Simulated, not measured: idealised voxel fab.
This section sets out a process module, namely voxel wiring stack.
For reference, the cross-section in this document is cut, with width 210 nm and square cells of 5 nm.
Format of a cross-section: grid, square cells. Given as bands. Order: top down. Band: one or more rows of cells.
What a band's entry tells you: where the top is and where the bottom is, as heights in nm, and after that what lies inside, material by material from left to right, each with its width in nm. Empty space is written as the word "air", and a single material marked with the word "all across" occupies the band from edge to edge.
Heights from 0 (as-received wafer is one material below). Bottom band endless downward, as "z 0 and below".
Read "30->40" as a graded width: first number on top, second number at the bottom, same change between each pair of neighbouring rows.
For the purposes of this document, the phrase "no alterations made" attached to a step denotes that no cell within the cross-section was modified by that step.
Empty spaces counting at least 8 cells and having no open way to the top are listed in "Closed void catalog". The notation width x height at distance is used for each, the distance being from the left edge and all three values in nm.
Post-settings text on a step line: simulator's own remark regarding the step.
overlay nm: for a step with a mask, the amount by which the mask lay right of where it was planned; a negative amount means left of it.

### Listed below are the process steps as planned
1: RECEIVE: material Si
2: CONFORMAL_DEP: material SiO2, thk nm 10
3: CONFORMAL_DEP: material SiN, thk nm 5
4: DIRECTIONAL_DEP: material lowk, thk nm 25
5: DIRECTIONAL_DEP: material aC, thk nm 15
6: PATTERN: tone open, mask id METAL_1, material resist, width nm 30, pitch nm 45, thk nm 30, overlay nm 0
7: DIRECTIONAL_ETCH: etch materials aC, depth nm 15
8: STRIP: etch materials resist
9: DIRECTIONAL_ETCH: etch materials lowk, depth nm 25
10: DIRECTIONAL_ETCH: etch materials SiN, depth nm 5
11: STRIP: etch materials aC
12: CONFORMAL_DEP: material TiN, thk nm 5
13: FILL_DEP: material Cu, thk nm 5
14: CMP: height nm 40
15: CONFORMAL_DEP: material SiCN, thk nm 5
16: DIRECTIONAL_DEP: material lowk, thk nm 35
17: DIRECTIONAL_DEP: material aC, thk nm 15
18: PATTERN: tone open, mask id METAL_2_HOLES, material resist, width nm 15, thk nm 35, overlay nm 0
19: DIRECTIONAL_ETCH: etch materials aC, depth nm 15
20: STRIP: etch materials resist
21: DIRECTIONAL_ETCH: etch materials lowk, depth nm 35
22: STRIP: etch materials aC
23: DIRECTIONAL_DEP: material aC, thk nm 15
24: PATTERN: tone open, mask id METAL_2, material resist, width nm 30, pitch nm 45, thk nm 30, overlay nm 0
25: DIRECTIONAL_ETCH: etch materials aC, depth nm 15
26: STRIP: etch materials resist
27: DIRECTIONAL_ETCH: etch materials lowk, depth nm 20
28: DIRECTIONAL_ETCH: etch materials SiCN, depth nm 5
29: STRIP: etch materials aC
30: CONFORMAL_DEP: material TiN, thk nm 5
31: FILL_DEP: material Cu, thk nm 5
32: CMP: height nm 80
33: CONFORMAL_DEP: material SiCN, thk nm 5
34: DIRECTIONAL_DEP: material SiO2, thk nm 15
35: MASKED_ETCH: tone open, mask id PLUG_2, width nm 15, etch materials SiO2, depth nm 15, overlay nm 0
36: MASKED_ETCH: tone open, mask id PLUG_2, width nm 15, etch materials SiCN, depth nm 5, overlay nm 0
37: EPI: material Ru, thk nm 10
38: EPI: material Ru, thk nm 10
39: CONFORMAL_DEP: material SiN, thk nm 5
40: DIRECTIONAL_DEP: material lowk, thk nm 20
41: PATTERN: tone open, mask id METAL_3, material resist, width nm 30, pitch nm 45, thk nm 20, overlay nm 0
42: DIRECTIONAL_ETCH: etch materials lowk, depth nm 20
43: DIRECTIONAL_ETCH: etch materials SiN, depth nm 5
44: STRIP: etch materials resist
45: CONFORMAL_DEP: material TiN, thk nm 5
46: FILL_DEP: material W, thk nm 5
47: CMP: height nm 125
48: CONFORMAL_DEP: material SiCN, thk nm 5

### Cross-section of the wafer upon arrival, representing the state reached after step 1
* z 0 and below = Si all across
* Closed void catalog: none

### Wafer cross-section at module end: first of two, run to plan
* z 130 to 125 = SiCN all across
* z 125 to 105 = lowk: 65, then TiN: 5, then W: 20, then TiN: 5, then lowk: 15, then TiN: 5, then W: 20, then TiN: 5, then lowk: 70
* z 105 to 100 = SiN: 65, then TiN: 30, then SiN: 15, then TiN: 30, then SiN: 70
* z 100 to 85 = SiO2: 65, then Ru: 15, then SiO2: 130
* z 85 to 80 = SiCN: 65, then Ru: 15, then SiCN: 130
* z 80 to 65 = lowk: 65, then TiN: 5, then Cu: 20, then TiN: 5, then lowk: 15, then TiN: 5, then Cu: 20, then TiN: 5, then lowk: 70
* z 65 to 60 = lowk: 65, then TiN: 5, then Cu: 5, then TiN: 20, then lowk: 15, then TiN: 30, then lowk: 70
* z 60 to 45 = lowk: 65, then TiN: 5, then Cu: 5, then TiN: 5, then lowk: 130
* z 45 to 40 = SiCN: 65, then TiN: 15, then SiCN: 130
* z 40 to 15 = lowk: 65, then TiN: 5, then Cu: 20, then TiN: 5, then lowk: 15, then TiN: 5, then Cu: 20, then TiN: 5, then lowk: 70
* z 15 to 10 = SiN: 65, then TiN: 30, then SiN: 15, then TiN: 30, then SiN: 70
* z 10 to 0 = SiO2 all across
* z 0 and below = Si all across
* Closed void catalog: none

### Cross-sectional view: second of two wafers, end of module; start and plan identical to the first, one mistake in running
* z 130 to 125 = SiCN all across
* z 125 to 105 = lowk: 65, then TiN: 5, then W: 20, then TiN: 5, then lowk: 15, then TiN: 5, then W: 20, then TiN: 5, then lowk: 70
* z 105 to 100 = SiN: 65, then TiN: 30, then SiN: 15, then TiN: 30, then SiN: 70
* z 100 to 85 = SiO2: 65, then Ru: 15, then SiO2: 130
* z 85 to 80 = SiCN: 65, then Ru: 15, then SiCN: 130
* z 80 to 65 = lowk: 65, then TiN: 5, then Cu: 20, then TiN: 5, then lowk: 15, then TiN: 5, then Cu: 20, then TiN: 5, then lowk: 70
* z 65 to 60 = lowk: 65, then TiN: 5, then Cu: 5, then TiN: 20, then lowk: 15, then TiN: 30, then lowk: 70
* z 60 to 45 = lowk: 65, then TiN: 5, then Cu: 5, then TiN: 5, then lowk: 130
* z 45 to 40 = SiCN: 65, then TiN: 15, then SiCN: 130
* z 40 to 15 = Cu: 60, then TiN: 5, then lowk: 30, then TiN: 5, then Cu: 5, then TiN: 5, then lowk: 30, then TiN: 5, then Cu: 65
* z 15 to 10 = TiN: 65, then SiN: 30, then TiN: 15, then SiN: 30, then TiN: 70
* z 10 to 0 = SiO2 all across
* z 0 and below = Si all across
* Closed void catalog: none
Against the plan, the run slipped here: step 6 ran as: PATTERN: tone cover, mask id METAL_1, material resist, width nm 30, pitch nm 45, thk nm 30, overlay nm 0
Counted in cells at the end, the second wafer holds more or fewer of these materials than the first: +90 Cu; -18 SiN; +18 TiN; -90 lowk
